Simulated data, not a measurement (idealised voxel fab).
Title: Process Module voxel wiring stack
The figure presents cross-section cut, which has a width of 160 nm and is divided into square cells with an edge length of 5 nm.
We lay out every cross-section as a grid of square cells and spell it out in bands from the top down, where one band means one or more rows of cells.
First you get the band's top height and its bottom height, in nm, and then the materials it's made of, left to right, with each width in nm. If you see a single material with "edge to edge", that one covers the band edge to edge. "air" is empty space.
Measure heights from 0. That's the level where, below it, the as-received wafer is all one material. The lowest band is bottomless and extends downward; write it as in "0 and below".
Width: "30->40" (first number = top row, second number = bottom row, same change from row to row of cells).
Key: "left unchanged" - step with no changed cell in the cross-section.
The list in "Voids, sealed" covers empty spaces of 8 cells or more that cannot reach the top through any open way, and it gives each as width x height at distance; the distance is from the left edge, and width, height and distance are in nm.
That trailing text on a step's line, after the settings, is the simulator's own remark on the step.
"overlay nm" answers the question of how far to the right of plan the mask lay on a step that has a mask, and when it is negative the answer is to the left.

Below is the list of planned process steps:
1: RECEIVE (material Si)
2: CONFORMAL_DEP (material SiO2; thk nm 15)
3: DIRECTIONAL_DEP (material TiN; thk nm 5)
4: DIRECTIONAL_DEP (material W; thk nm 20)
5: MASKED_ETCH (tone cover; mask id METAL_1; width nm 20; pitch nm 50; etch materials W; depth nm 20; overlay nm 0)
6: MASKED_ETCH (tone cover; mask id METAL_1; width nm 20; pitch nm 50; etch materials TiN; depth nm 5; overlay nm 0)
7: FILL_DEP (material SiO2; thk nm 10)
8: CMP (height nm 40)
9: CONFORMAL_DEP (material SiCN; thk nm 5)
10: DIRECTIONAL_DEP (material SiO2; thk nm 20)
11: DIRECTIONAL_DEP (material aC; thk nm 15)
12: PATTERN (tone open; mask id PLUG_1; material resist; width nm 15; pitch nm 50; thk nm 35; overlay nm 0)
13: DIRECTIONAL_ETCH (etch materials aC; depth nm 15)
14: STRIP (etch materials resist)
15: DIRECTIONAL_ETCH (etch materials SiO2; depth nm 20)
16: DIRECTIONAL_ETCH (etch materials SiCN; depth nm 5)
17: STRIP (etch materials aC)
18: EPI (material Ru; thk nm 10)
19: EPI (material Ru; thk nm 10)
20: EPI (material Ru; thk nm 5)
21: DIRECTIONAL_DEP (material TiN; thk nm 5)
22: DIRECTIONAL_DEP (material Ru; thk nm 25)
23: PATTERN (tone cover; mask id METAL_2; material resist; width nm 20; pitch nm 50; thk nm 15; overlay nm 0)
24: DIRECTIONAL_ETCH (etch materials Ru; depth nm 25)
25: DIRECTIONAL_ETCH (etch materials TiN; depth nm 5)
26: STRIP (etch materials resist)
27: FILL_DEP (material SiO2; thk nm 10)
28: CMP (height nm 95)
29: CONFORMAL_DEP (material SiCN; thk nm 5)

First wafer out of two, processed as planned:

Cross-section of the wafer as it came to us, i.e., already through step 1:
> 0 and below = Si edge to edge
> Voids, sealed: none

After step 2:
> 15 down to 0 = SiO2 edge to edge
> For the remainder of the cross-section, below 0, there is no change.

After step 3:
> 20 down to 15 = TiN edge to edge
> For the remainder of the cross-section, below 15, there is no change.

After step 4:
> 40 down to 20 = W edge to edge
> For the remainder of the cross-section, below 20, there is no change.

After step 5:
> 40 down to 20 = air: 20, then W: 20, then air: 30, then W: 20, then air: 30, then W: 20, then air: 20
> For the remainder of the cross-section, below 20, there is no change.

After step 6:
> 40 down to 20 = air: 20, then W: 20, then air: 30, then W: 20, then air: 30, then W: 20, then air: 20
> 20 down to 15 = air: 20, then TiN: 20, then air: 30, then TiN: 20, then air: 30, then TiN: 20, then air: 20
> For the remainder of the cross-section, below 15, there is no change.

After step 7:
> 50 down to 40 = SiO2 edge to edge
> 40 down to 20 = SiO2: 20, then W: 20, then SiO2: 30, then W: 20, then SiO2: 30, then W: 20, then SiO2: 20
> 20 down to 15 = SiO2: 20, then TiN: 20, then SiO2: 30, then TiN: 20, then SiO2: 30, then TiN: 20, then SiO2: 20
> For the remainder of the cross-section, below 15, there is no change.

After step 8:
> 40 down to 20 = SiO2: 20, then W: 20, then SiO2: 30, then W: 20, then SiO2: 30, then W: 20, then SiO2: 20
> For the remainder of the cross-section, below 20, there is no change.

After step 9:
> 45 down to 40 = SiCN edge to edge
> For the remainder of the cross-section, below 40, there is no change.

After step 10:
> 65 down to 45 = SiO2 edge to edge
> For the remainder of the cross-section, below 45, there is no change.

After step 11:
> 80 down to 65 = aC edge to edge
> For the remainder of the cross-section, below 65, there is no change.

After step 12:
> 115 down to 80 = resist: 20, then air: 15, then resist: 35, then air: 15, then resist: 35, then air: 15, then resist: 25
> For the remainder of the cross-section, below 80, there is no change.

After step 13:
> 100 down to 80 = resist: 20, then air: 15, then resist: 35, then air: 15, then resist: 35, then air: 15, then resist: 25
> 80 down to 65 = aC: 20, then air: 15, then aC: 35, then air: 15, then aC: 35, then air: 15, then aC: 25
> For the remainder of the cross-section, below 65, there is no change.

After step 14:
> 80 down to 65 = aC: 20, then air: 15, then aC: 35, then air: 15, then aC: 35, then air: 15, then aC: 25
> For the remainder of the cross-section, below 65, there is no change.

After step 15:
> 80 down to 65 = aC: 20, then air: 15, then aC: 35, then air: 15, then aC: 35, then air: 15, then aC: 25
> 65 down to 45 = SiO2: 20, then air: 15, then SiO2: 35, then air: 15, then SiO2: 35, then air: 15, then SiO2: 25
> For the remainder of the cross-section, below 45, there is no change.

After step 16:
> 80 down to 65 = aC: 20, then air: 15, then aC: 35, then air: 15, then aC: 35, then air: 15, then aC: 25
> 65 down to 45 = SiO2: 20, then air: 15, then SiO2: 35, then air: 15, then SiO2: 35, then air: 15, then SiO2: 25
> 45 down to 40 = SiCN: 20, then air: 15, then SiCN: 35, then air: 15, then SiCN: 35, then air: 15, then SiCN: 25
> For the remainder of the cross-section, below 40, there is no change.

After step 17:
> 65 down to 45 = SiO2: 20, then air: 15, then SiO2: 35, then air: 15, then SiO2: 35, then air: 15, then SiO2: 25
> For the remainder of the cross-section, below 45, there is no change.

After step 18:
> 65 down to 50 = SiO2: 20, then air: 15, then SiO2: 35, then air: 15, then SiO2: 35, then air: 15, then SiO2: 25
> 50 down to 45 = SiO2: 20, then Ru: 15, then SiO2: 35, then Ru: 15, then SiO2: 35, then Ru: 15, then SiO2: 25
> 45 down to 40 = SiCN: 20, then Ru: 15, then SiCN: 35, then Ru: 15, then SiCN: 35, then Ru: 15, then SiCN: 25
> For the remainder of the cross-section, below 40, there is no change.

After step 19:
> 65 down to 60 = SiO2: 20, then air: 15, then SiO2: 35, then air: 15, then SiO2: 35, then air: 15, then SiO2: 25
> 60 down to 45 = SiO2: 20, then Ru: 15, then SiO2: 35, then Ru: 15, then SiO2: 35, then Ru: 15, then SiO2: 25
> For the remainder of the cross-section, below 45, there is no change.

After step 20:
> 65 down to 45 = SiO2: 20, then Ru: 15, then SiO2: 35, then Ru: 15, then SiO2: 35, then Ru: 15, then SiO2: 25
> For the remainder of the cross-section, below 45, there is no change.

After step 21:
> 70 down to 65 = TiN edge to edge
> For the remainder of the cross-section, below 65, there is no change.

After step 22:
> 95 down to 70 = Ru edge to edge
> For the remainder of the cross-section, below 70, there is no change.

After step 23:
> 110 down to 95 = air: 20, then resist: 20, then air: 30, then resist: 20, then air: 30, then resist: 20, then air: 20
> For the remainder of the cross-section, below 95, there is no change.

After step 24:
> 110 down to 95 = air: 20, then resist: 20, then air: 30, then resist: 20, then air: 30, then resist: 20, then air: 20
> 95 down to 70 = air: 20, then Ru: 20, then air: 30, then Ru: 20, then air: 30, then Ru: 20, then air: 20
> For the remainder of the cross-section, below 70, there is no change.

After step 25:
> 110 down to 95 = air: 20, then resist: 20, then air: 30, then resist: 20, then air: 30, then resist: 20, then air: 20
> 95 down to 70 = air: 20, then Ru: 20, then air: 30, then Ru: 20, then air: 30, then Ru: 20, then air: 20
> 70 down to 65 = air: 20, then TiN: 20, then air: 30, then TiN: 20, then air: 30, then TiN: 20, then air: 20
> For the remainder of the cross-section, below 65, there is no change.

After step 26:
> 95 down to 70 = air: 20, then Ru: 20, then air: 30, then Ru: 20, then air: 30, then Ru: 20, then air: 20
> For the remainder of the cross-section, below 70, there is no change.

After step 27:
> 105 down to 95 = SiO2 edge to edge
> 95 down to 70 = SiO2: 20, then Ru: 20, then SiO2: 30, then Ru: 20, then SiO2: 30, then Ru: 20, then SiO2: 20
> 70 down to 65 = SiO2: 20, then TiN: 20, then SiO2: 30, then TiN: 20, then SiO2: 30, then TiN: 20, then SiO2: 20
> For the remainder of the cross-section, below 65, there is no change.

After step 28:
> 95 down to 70 = SiO2: 20, then Ru: 20, then SiO2: 30, then Ru: 20, then SiO2: 30, then Ru: 20, then SiO2: 20
> For the remainder of the cross-section, below 70, there is no change.

After step 29:
> 100 down to 95 = SiCN edge to edge
> For the remainder of the cross-section, below 95, there is no change.

The second wafer began exactly as the first did and followed the same plan, but one mistake was made while running it; through step 4 inclusive, the two wafers are identical:

Second wafer at the planned finish of step 5, seen in cross-section:
> 40 down to 20 = W: 20, then air: 20, then W: 30, then air: 20, then W: 30, then air: 20, then W: 20
> For the remainder of the cross-section, below 20, there is no change.

Second wafer at the planned finish of step 6, seen in cross-section: left unchanged

Second wafer at the planned finish of step 7, seen in cross-section:
> 50 down to 40 = SiO2 edge to edge
> 40 down to 20 = W: 20, then SiO2: 20, then W: 30, then SiO2: 20, then W: 30, then SiO2: 20, then W: 20
> For the remainder of the cross-section, below 20, there is no change.

Second wafer at the planned finish of step 8, seen in cross-section:
> 40 down to 20 = W: 20, then SiO2: 20, then W: 30, then SiO2: 20, then W: 30, then SiO2: 20, then W: 20
> For the remainder of the cross-section, below 20, there is no change.

Second wafer at the planned finish of step 9, seen in cross-section:
> 45 down to 40 = SiCN edge to edge
> For the remainder of the cross-section, below 40, there is no change.

Second wafer at the planned finish of step 10, seen in cross-section:
> 65 down to 45 = SiO2 edge to edge
> For the remainder of the cross-section, below 45, there is no change.

Second wafer at the planned finish of step 11, seen in cross-section:
> 80 down to 65 = aC edge to edge
> For the remainder of the cross-section, below 65, there is no change.

Second wafer at the planned finish of step 12, seen in cross-section:
> 115 down to 80 = resist: 20, then air: 15, then resist: 35, then air: 15, then resist: 35, then air: 15, then resist: 25
> For the remainder of the cross-section, below 80, there is no change.

Second wafer at the planned finish of step 13, seen in cross-section:
> 100 down to 80 = resist: 20, then air: 15, then resist: 35, then air: 15, then resist: 35, then air: 15, then resist: 25
> 80 down to 65 = aC: 20, then air: 15, then aC: 35, then air: 15, then aC: 35, then air: 15, then aC: 25
> For the remainder of the cross-section, below 65, there is no change.

Second wafer at the planned finish of step 14, seen in cross-section:
> 80 down to 65 = aC: 20, then air: 15, then aC: 35, then air: 15, then aC: 35, then air: 15, then aC: 25
> For the remainder of the cross-section, below 65, there is no change.

Second wafer at the planned finish of step 15, seen in cross-section:
> 80 down to 65 = aC: 20, then air: 15, then aC: 35, then air: 15, then aC: 35, then air: 15, then aC: 25
> 65 down to 45 = SiO2: 20, then air: 15, then SiO2: 35, then air: 15, then SiO2: 35, then air: 15, then SiO2: 25
> For the remainder of the cross-section, below 45, there is no change.

Second wafer at the planned finish of step 16, seen in cross-section:
> 80 down to 65 = aC: 20, then air: 15, then aC: 35, then air: 15, then aC: 35, then air: 15, then aC: 25
> 65 down to 45 = SiO2: 20, then air: 15, then SiO2: 35, then air: 15, then SiO2: 35, then air: 15, then SiO2: 25
> 45 down to 40 = SiCN: 20, then air: 15, then SiCN: 35, then air: 15, then SiCN: 35, then air: 15, then SiCN: 25
> For the remainder of the cross-section, below 40, there is no change.

Second wafer at the planned finish of step 17, seen in cross-section:
> 65 down to 45 = SiO2: 20, then air: 15, then SiO2: 35, then air: 15, then SiO2: 35, then air: 15, then SiO2: 25
> For the remainder of the cross-section, below 45, there is no change.

Second wafer at the planned finish of step 18, seen in cross-section: left unchanged

Second wafer at the planned finish of step 19, seen in cross-section: left unchanged

Second wafer at the planned finish of step 20, seen in cross-section: left unchanged

Second wafer at the planned finish of step 21, seen in cross-section:
> 70 down to 65 = TiN: 20, then air: 15, then TiN: 35, then air: 15, then TiN: 35, then air: 15, then TiN: 25
> 65 down to 45 = SiO2: 20, then air: 15, then SiO2: 35, then air: 15, then SiO2: 35, then air: 15, then SiO2: 25
> 45 down to 40 = SiCN: 20, then TiN: 15, then SiCN: 35, then TiN: 15, then SiCN: 35, then TiN: 15, then SiCN: 25
> For the remainder of the cross-section, below 40, there is no change.

Second wafer at the planned finish of step 22, seen in cross-section:
> 95 down to 70 = Ru: 20, then air: 15, then Ru: 35, then air: 15, then Ru: 35, then air: 15, then Ru: 25
> 70 down to 65 = TiN: 20, then Ru: 15, then TiN: 35, then Ru: 15, then TiN: 35, then Ru: 15, then TiN: 25
> 65 down to 45 = SiO2: 20, then Ru: 15, then SiO2: 35, then Ru: 15, then SiO2: 35, then Ru: 15, then SiO2: 25
> For the remainder of the cross-section, below 45, there is no change.

Second wafer at the planned finish of step 23, seen in cross-section:
> 110 down to 95 = air: 20, then resist: 20, then air: 30, then resist: 20, then air: 30, then resist: 20, then air: 20
> 95 down to 70 = Ru: 20, then resist: 15, then Ru: 35, then resist: 15, then Ru: 35, then resist: 15, then Ru: 25
> For the remainder of the cross-section, below 70, there is no change.

Second wafer at the planned finish of step 24, seen in cross-section:
> 110 down to 95 = air: 20, then resist: 20, then air: 30, then resist: 20, then air: 30, then resist: 20, then air: 20
> 95 down to 70 = air: 20, then resist: 15, then Ru: 5, then air: 30, then resist: 15, then Ru: 5, then air: 30, then resist: 15, then Ru: 5, then air: 20
> For the remainder of the cross-section, below 70, there is no change.

Second wafer at the planned finish of step 25, seen in cross-section:
> 110 down to 95 = air: 20, then resist: 20, then air: 30, then resist: 20, then air: 30, then resist: 20, then air: 20
> 95 down to 70 = air: 20, then resist: 15, then Ru: 5, then air: 30, then resist: 15, then Ru: 5, then air: 30, then resist: 15, then Ru: 5, then air: 20
> 70 down to 65 = air: 20, then Ru: 15, then TiN: 5, then air: 30, then Ru: 15, then TiN: 5, then air: 30, then Ru: 15, then TiN: 5, then air: 20
> For the remainder of the cross-section, below 65, there is no change.

Second wafer at the planned finish of step 26, seen in cross-section:
> 95 down to 70 = air: 35, then Ru: 5, then air: 45, then Ru: 5, then air: 45, then Ru: 5, then air: 20
> For the remainder of the cross-section, below 70, there is no change.

Second wafer at the planned finish of step 27, seen in cross-section:
> 105 down to 95 = SiO2 edge to edge
> 95 down to 70 = SiO2: 35, then Ru: 5, then SiO2: 45, then Ru: 5, then SiO2: 45, then Ru: 5, then SiO2: 20
> 70 down to 65 = SiO2: 20, then Ru: 15, then TiN: 5, then SiO2: 30, then Ru: 15, then TiN: 5, then SiO2: 30, then Ru: 15, then TiN: 5, then SiO2: 20
> For the remainder of the cross-section, below 65, there is no change.

Second wafer at the planned finish of step 28, seen in cross-section:
> 95 down to 70 = SiO2: 35, then Ru: 5, then SiO2: 45, then Ru: 5, then SiO2: 45, then Ru: 5, then SiO2: 20
> For the remainder of the cross-section, below 70, there is no change.

Second wafer at the planned finish of step 29, seen in cross-section:
> 100 down to 95 = SiCN edge to edge
> For the remainder of the cross-section, below 95, there is no change.
Nonconformance to the process plan: for step 5, the planned setting was not used; the step was instead run as MASKED_ETCH (tone open; mask id METAL_1; width nm 20; pitch nm 50; etch materials W; depth nm 20; overlay nm 0)
The final cell counts differ between the wafers, with the second having more or fewer of some materials than the first: 45 fewer of Ru, 7 fewer of SiO2, 20 more of TiN, 32 more of W
